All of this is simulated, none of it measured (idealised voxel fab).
Name of the process module below: voxel self aligned contacts
The cross-section on display is named cut; it measures 290 nm wide, and its cells are 5 nm squares.
When this document writes out a cross-section, it uses a grid of square cells and lists it as bands, beginning at the top and moving down, with a band standing for one or more rows of cells.
This entry defines a band. It first specifies the height of the band's top and the height of its bottom in nm, and then specifies the band's materials from left to right, stating each material with its width in nm. The word "edge to edge" identifies a single material that fills the band from edge to edge, while the word "empty" identifies empty space.
Height 0 is the level under which the wafer as received is all one material. The lowest band goes on downwards, as in "0 down".
Width "30..40": first value at the band's top row of cells, second value at its bottom row, equal change from row to row.
"remains unaltered" means the step left every cell of the cross-section as it was.
In the "Completely enclosed voids" entry, you get each enclosed empty space of 8 cells or more, one with no open way to the top, written width x height at distance, distance from the left edge, in nm.
Anything after a step's settings on that line? It's the simulator's own note about the step.
overlay nm: for a step with a mask, the amount by which the mask lay right of where it was planned; a negative amount means left of it.

[Process steps - plan]
- 1: RECEIVE | material Si
- 2: CONFORMAL_DEP | material SiO2 | thk nm 5
- 3: DIRECTIONAL_DEP | material polySi | thk nm 20
- 4: DIRECTIONAL_DEP | material SiN | thk nm 25
- 5: DIRECTIONAL_DEP | material aC | thk nm 15
- 6: PATTERN | tone cover | mask id GATE | material resist | width nm 30 | pitch nm 65 | thk nm 35 | overlay nm 0
- 7: DIRECTIONAL_ETCH | etch materials aC | depth nm 15
- 8: STRIP | etch materials resist
- 9: DIRECTIONAL_ETCH | etch materials SiN | depth nm 25
- 10: DIRECTIONAL_ETCH | etch materials polySi | depth nm 20
- 11: STRIP | etch materials aC
- 12: CONFORMAL_DEP | material SiN | thk nm 10
- 13: DIRECTIONAL_ETCH | etch materials SiN | depth nm 10
- 14: FILL_DEP | material SiO2 | thk nm 15
- 15: CMP | height nm 60
- 16: DIRECTIONAL_DEP | material aC | thk nm 10
- 17: PATTERN | tone open | mask id CONTACT | material resist | width nm 45 | pitch nm 65 | thk nm 25 | overlay nm 0
- 18: DIRECTIONAL_ETCH | etch materials aC | depth nm 10
- 19: STRIP | etch materials resist
- 20: DIRECTIONAL_ETCH | etch materials SiO2 | depth nm 60
- 21: STRIP | etch materials aC
- 22: CONFORMAL_DEP | material TiN | thk nm 5
- 23: FILL_DEP | material Ru | thk nm 10
- 24: CMP | height nm 60
- 25: CONFORMAL_DEP | material SiN | thk nm 5

[First of two wafers, processed according to plan]

[Shown in cross-section is the wafer as received, that is, as it stands after step 1]
	0 down = Si edge to edge
	Completely enclosed voids: none

[The wafer in cross-section once step 2 is complete]
	5 to 0 = SiO2 edge to edge
	No changes below 0.

[The wafer in cross-section once step 3 is complete]
	25 to 5 = polySi edge to edge
	No changes below 5.

[The wafer in cross-section once step 4 is complete]
	50 to 25 = SiN edge to edge
	No changes below 25.

[The wafer in cross-section once step 5 is complete]
	65 to 50 = aC edge to edge
	No changes below 50.

[The wafer in cross-section once step 6 is complete]
	100 to 65 = 65 empty / 30 resist / 35 empty / 30 resist / 35 empty / 30 resist / 65 empty
	No changes below 65.

[The wafer in cross-section once step 7 is complete]
	85 to 65 = 65 empty / 30 resist / 35 empty / 30 resist / 35 empty / 30 resist / 65 empty
	65 to 50 = 65 empty / 30 aC / 35 empty / 30 aC / 35 empty / 30 aC / 65 empty
	No changes below 50.

[The wafer in cross-section once step 8 is complete]
	65 to 50 = 65 empty / 30 aC / 35 empty / 30 aC / 35 empty / 30 aC / 65 empty
	No changes below 50.

[The wafer in cross-section once step 9 is complete]
	65 to 50 = 65 empty / 30 aC / 35 empty / 30 aC / 35 empty / 30 aC / 65 empty
	50 to 25 = 65 empty / 30 SiN / 35 empty / 30 SiN / 35 empty / 30 SiN / 65 empty
	No changes below 25.

[The wafer in cross-section once step 10 is complete]
	65 to 50 = 65 empty / 30 aC / 35 empty / 30 aC / 35 empty / 30 aC / 65 empty
	50 to 25 = 65 empty / 30 SiN / 35 empty / 30 SiN / 35 empty / 30 SiN / 65 empty
	25 to 5 = 65 empty / 30 polySi / 35 empty / 30 polySi / 35 empty / 30 polySi / 65 empty
	No changes below 5.

[The wafer in cross-section once step 11 is complete]
	50 to 25 = 65 empty / 30 SiN / 35 empty / 30 SiN / 35 empty / 30 SiN / 65 empty
	No changes below 25.

[The wafer in cross-section once step 12 is complete]
	60 to 25 = 55 empty / 50 SiN / 15 empty / 50 SiN / 15 empty / 50 SiN / 55 empty
	25 to 15 = 55 empty / 10 SiN / 30 polySi / 10 SiN / 15 empty / 10 SiN / 30 polySi / 10 SiN / 15 empty / 10 SiN / 30 polySi / 10 SiN / 55 empty
	15 to 5 = 65 SiN / 30 polySi / 35 SiN / 30 polySi / 35 SiN / 30 polySi / 65 SiN
	No changes below 5.

[The wafer in cross-section once step 13 is complete]
	50 to 25 = 55 empty / 50 SiN / 15 empty / 50 SiN / 15 empty / 50 SiN / 55 empty
	25 to 5 = 55 empty / 10 SiN / 30 polySi / 10 SiN / 15 empty / 10 SiN / 30 polySi / 10 SiN / 15 empty / 10 SiN / 30 polySi / 10 SiN / 55 empty
	No changes below 5.

[The wafer in cross-section once step 14 is complete]
	65 to 50 = SiO2 edge to edge
	50 to 25 = 55 SiO2 / 50 SiN / 15 SiO2 / 50 SiN / 15 SiO2 / 50 SiN / 55 SiO2
	25 to 5 = 55 SiO2 / 10 SiN / 30 polySi / 10 SiN / 15 SiO2 / 10 SiN / 30 polySi / 10 SiN / 15 SiO2 / 10 SiN / 30 polySi / 10 SiN / 55 SiO2
	No changes below 5.

[The wafer in cross-section once step 15 is complete]
	60 to 50 = SiO2 edge to edge
	No changes below 50.

[The wafer in cross-section once step 16 is complete]
	70 to 60 = aC edge to edge
	No changes below 60.

[The wafer in cross-section once step 17 is complete]
	95 to 70 = 90 resist / 45 empty / 20 resist / 45 empty / 90 resist
	No changes below 70.

[The wafer in cross-section once step 18 is complete]
	85 to 70 = 90 resist / 45 empty / 20 resist / 45 empty / 90 resist
	70 to 60 = 90 aC / 45 empty / 20 aC / 45 empty / 90 aC
	No changes below 60.

[The wafer in cross-section once step 19 is complete]
	70 to 60 = 90 aC / 45 empty / 20 aC / 45 empty / 90 aC
	No changes below 60.

[The wafer in cross-section once step 20 is complete]
	70 to 60 = 90 aC / 45 empty / 20 aC / 45 empty / 90 aC
	60 to 50 = 90 SiO2 / 45 empty / 20 SiO2 / 45 empty / 90 SiO2
	50 to 25 = 55 SiO2 / 50 SiN / 15 empty / 50 SiN / 15 empty / 50 SiN / 55 SiO2
	25 to 5 = 55 SiO2 / 10 SiN / 30 polySi / 10 SiN / 15 empty / 10 SiN / 30 polySi / 10 SiN / 15 empty / 10 SiN / 30 polySi / 10 SiN / 55 SiO2
	5 to 0 = 105 SiO2 / 15 empty / 50 SiO2 / 15 empty / 105 SiO2
	No changes below 0.

[The wafer in cross-section once step 21 is complete]
	60 to 50 = 90 SiO2 / 45 empty / 20 SiO2 / 45 empty / 90 SiO2
	No changes below 50.

[The wafer in cross-section once step 22 is complete]
	65 to 60 = 95 TiN / 35 empty / 30 TiN / 35 empty / 95 TiN
	60 to 50 = 90 SiO2 / 5..20 TiN / 35..5 empty / 5..20 TiN / 20 SiO2 / 5..20 TiN / 35..5 empty / 5..20 TiN / 90 SiO2
	50 to 25 = 55 SiO2 / 50 SiN / 5 TiN / 5 empty / 5 TiN / 50 SiN / 5 TiN / 5 empty / 5 TiN / 50 SiN / 55 SiO2
	25 to 5 = 55 SiO2 / 10 SiN / 30 polySi / 10 SiN / 5 TiN / 5 empty / 5 TiN / 10 SiN / 30 polySi / 10 SiN / 5 TiN / 5 empty / 5 TiN / 10 SiN / 30 polySi / 10 SiN / 55 SiO2
	5 to 0 = 105 SiO2 / 15 TiN / 50 SiO2 / 15 TiN / 105 SiO2
	No changes below 0.

[The wafer in cross-section once step 23 is complete]
	75 to 65 = Ru edge to edge
	65 to 60 = 95 TiN / 35 Ru / 30 TiN / 35 Ru / 95 TiN
	60 to 50 = 90 SiO2 / 5..20 TiN / 35..5 Ru / 5..20 TiN / 20 SiO2 / 5..20 TiN / 35..5 Ru / 5..20 TiN / 90 SiO2
	50 to 25 = 55 SiO2 / 50 SiN / 5 TiN / 5 Ru / 5 TiN / 50 SiN / 5 TiN / 5 Ru / 5 TiN / 50 SiN / 55 SiO2
	25 to 5 = 55 SiO2 / 10 SiN / 30 polySi / 10 SiN / 5 TiN / 5 Ru / 5 TiN / 10 SiN / 30 polySi / 10 SiN / 5 TiN / 5 Ru / 5 TiN / 10 SiN / 30 polySi / 10 SiN / 55 SiO2
	No changes below 5.

[The wafer in cross-section once step 24 is complete]
	60 to 50 = 90 SiO2 / 5..20 TiN / 35..5 Ru / 5..20 TiN / 20 SiO2 / 5..20 TiN / 35..5 Ru / 5..20 TiN / 90 SiO2
	No changes below 50.

[The wafer in cross-section once step 25 is complete]
	65 to 60 = SiN edge to edge
	No changes below 60.

[The Second Wafer: Common Origin and Plan, One Mistake in Execution, Identical to the First Through Step 2]

[Second wafer, sectioned view, at step 3's planned end time]
	45 to 5 = polySi edge to edge
	No changes below 5.

[Second wafer, sectioned view, at step 4's planned end time]
	70 to 45 = SiN edge to edge
	No changes below 45.

[Second wafer, sectioned view, at step 5's planned end time]
	85 to 70 = aC edge to edge
	No changes below 70.

[Second wafer, sectioned view, at step 6's planned end time]
	120 to 85 = 65 empty / 30 resist / 35 empty / 30 resist / 35 empty / 30 resist / 65 empty
	No changes below 85.

[Second wafer, sectioned view, at step 7's planned end time]
	105 to 85 = 65 empty / 30 resist / 35 empty / 30 resist / 35 empty / 30 resist / 65 empty
	85 to 70 = 65 empty / 30 aC / 35 empty / 30 aC / 35 empty / 30 aC / 65 empty
	No changes below 70.

[Second wafer, sectioned view, at step 8's planned end time]
	85 to 70 = 65 empty / 30 aC / 35 empty / 30 aC / 35 empty / 30 aC / 65 empty
	No changes below 70.

[Second wafer, sectioned view, at step 9's planned end time]
	85 to 70 = 65 empty / 30 aC / 35 empty / 30 aC / 35 empty / 30 aC / 65 empty
	70 to 45 = 65 empty / 30 SiN / 35 empty / 30 SiN / 35 empty / 30 SiN / 65 empty
	No changes below 45.

[Second wafer, sectioned view, at step 10's planned end time]
	85 to 70 = 65 empty / 30 aC / 35 empty / 30 aC / 35 empty / 30 aC / 65 empty
	70 to 45 = 65 empty / 30 SiN / 35 empty / 30 SiN / 35 empty / 30 SiN / 65 empty
	45 to 25 = 65 empty / 30 polySi / 35 empty / 30 polySi / 35 empty / 30 polySi / 65 empty
	No changes below 25.

[Second wafer, sectioned view, at step 11's planned end time]
	70 to 45 = 65 empty / 30 SiN / 35 empty / 30 SiN / 35 empty / 30 SiN / 65 empty
	No changes below 45.

[Second wafer, sectioned view, at step 12's planned end time]
	80 to 45 = 55 empty / 50 SiN / 15 empty / 50 SiN / 15 empty / 50 SiN / 55 empty
	45 to 35 = 55 empty / 10 SiN / 30 polySi / 10 SiN / 15 empty / 10 SiN / 30 polySi / 10 SiN / 15 empty / 10 SiN / 30 polySi / 10 SiN / 55 empty
	35 to 25 = 65 SiN / 30 polySi / 35 SiN / 30 polySi / 35 SiN / 30 polySi / 65 SiN
	No changes below 25.

[Second wafer, sectioned view, at step 13's planned end time]
	70 to 45 = 55 empty / 50 SiN / 15 empty / 50 SiN / 15 empty / 50 SiN / 55 empty
	45 to 25 = 55 empty / 10 SiN / 30 polySi / 10 SiN / 15 empty / 10 SiN / 30 polySi / 10 SiN / 15 empty / 10 SiN / 30 polySi / 10 SiN / 55 empty
	No changes below 25.

[Second wafer, sectioned view, at step 14's planned end time]
	85 to 70 = SiO2 edge to edge
	70 to 45 = 55 SiO2 / 50 SiN / 15 SiO2 / 50 SiN / 15 SiO2 / 50 SiN / 55 SiO2
	45 to 25 = 55 SiO2 / 10 SiN / 30 polySi / 10 SiN / 15 SiO2 / 10 SiN / 30 polySi / 10 SiN / 15 SiO2 / 10 SiN / 30 polySi / 10 SiN / 55 SiO2
	No changes below 25.

[Second wafer, sectioned view, at step 15's planned end time]
	60 to 45 = 55 SiO2 / 50 SiN / 15 SiO2 / 50 SiN / 15 SiO2 / 50 SiN / 55 SiO2
	No changes below 45.

[Second wafer, sectioned view, at step 16's planned end time]
	70 to 60 = aC edge to edge
	No changes below 60.

[Second wafer, sectioned view, at step 17's planned end time]
	95 to 70 = 90 resist / 45 empty / 20 resist / 45 empty / 90 resist
	No changes below 70.

[Second wafer, sectioned view, at step 18's planned end time]
	85 to 70 = 90 resist / 45 empty / 20 resist / 45 empty / 90 resist
	70 to 60 = 90 aC / 45 empty / 20 aC / 45 empty / 90 aC
	No changes below 60.

[Second wafer, sectioned view, at step 19's planned end time]
	70 to 60 = 90 aC / 45 empty / 20 aC / 45 empty / 90 aC
	No changes below 60.

[Second wafer, sectioned view, at step 20's planned end time]
	70 to 60 = 90 aC / 45 empty / 20 aC / 45 empty / 90 aC
	60 to 45 = 55 SiO2 / 50 SiN / 15 empty / 50 SiN / 15 empty / 50 SiN / 55 SiO2
	45 to 25 = 55 SiO2 / 10 SiN / 30 polySi / 10 SiN / 15 empty / 10 SiN / 30 polySi / 10 SiN / 15 empty / 10 SiN / 30 polySi / 10 SiN / 55 SiO2
	No changes below 25.

[Second wafer, sectioned view, at step 21's planned end time]
	60 to 45 = 55 SiO2 / 50 SiN / 15 empty / 50 SiN / 15 empty / 50 SiN / 55 SiO2
	No changes below 45.

[Second wafer, sectioned view, at step 22's planned end time]
	65 to 60 = 110 TiN / 5 empty / 60 TiN / 5 empty / 110 TiN
	60 to 45 = 55 SiO2 / 50 SiN / 5 TiN / 5 empty / 5 TiN / 50 SiN / 5 TiN / 5 empty / 5 TiN / 50 SiN / 55 SiO2
	45 to 30 = 55 SiO2 / 10 SiN / 30 polySi / 10 SiN / 5 TiN / 5 empty / 5 TiN / 10 SiN / 30 polySi / 10 SiN / 5 TiN / 5 empty / 5 TiN / 10 SiN / 30 polySi / 10 SiN / 55 SiO2
	30 to 25 = 55 SiO2 / 10 SiN / 30 polySi / 10 SiN / 15 TiN / 10 SiN / 30 polySi / 10 SiN / 15 TiN / 10 SiN / 30 polySi / 10 SiN / 55 SiO2
	No changes below 25.

[Second wafer, sectioned view, at step 23's planned end time]
	75 to 65 = Ru edge to edge
	65 to 60 = 110 TiN / 5 Ru / 60 TiN / 5 Ru / 110 TiN
	60 to 45 = 55 SiO2 / 50 SiN / 5 TiN / 5 Ru / 5 TiN / 50 SiN / 5 TiN / 5 Ru / 5 TiN / 50 SiN / 55 SiO2
	45 to 30 = 55 SiO2 / 10 SiN / 30 polySi / 10 SiN / 5 TiN / 5 Ru / 5 TiN / 10 SiN / 30 polySi / 10 SiN / 5 TiN / 5 Ru / 5 TiN / 10 SiN / 30 polySi / 10 SiN / 55 SiO2
	No changes below 30.

[Second wafer, sectioned view, at step 24's planned end time]
	60 to 45 = 55 SiO2 / 50 SiN / 5 TiN / 5 Ru / 5 TiN / 50 SiN / 5 TiN / 5 Ru / 5 TiN / 50 SiN / 55 SiO2
	No changes below 45.

[Second wafer, sectioned view, at step 25's planned end time]
	65 to 60 = SiN edge to edge
	No changes below 60.
Run error: plan step 3 was conducted twice
In the final state, the cell counts of the second wafer exceed or fall short of those of the first for the following materials: -22 Ru | -60 SiN | -118 SiO2 | -32 TiN | +232 polySi
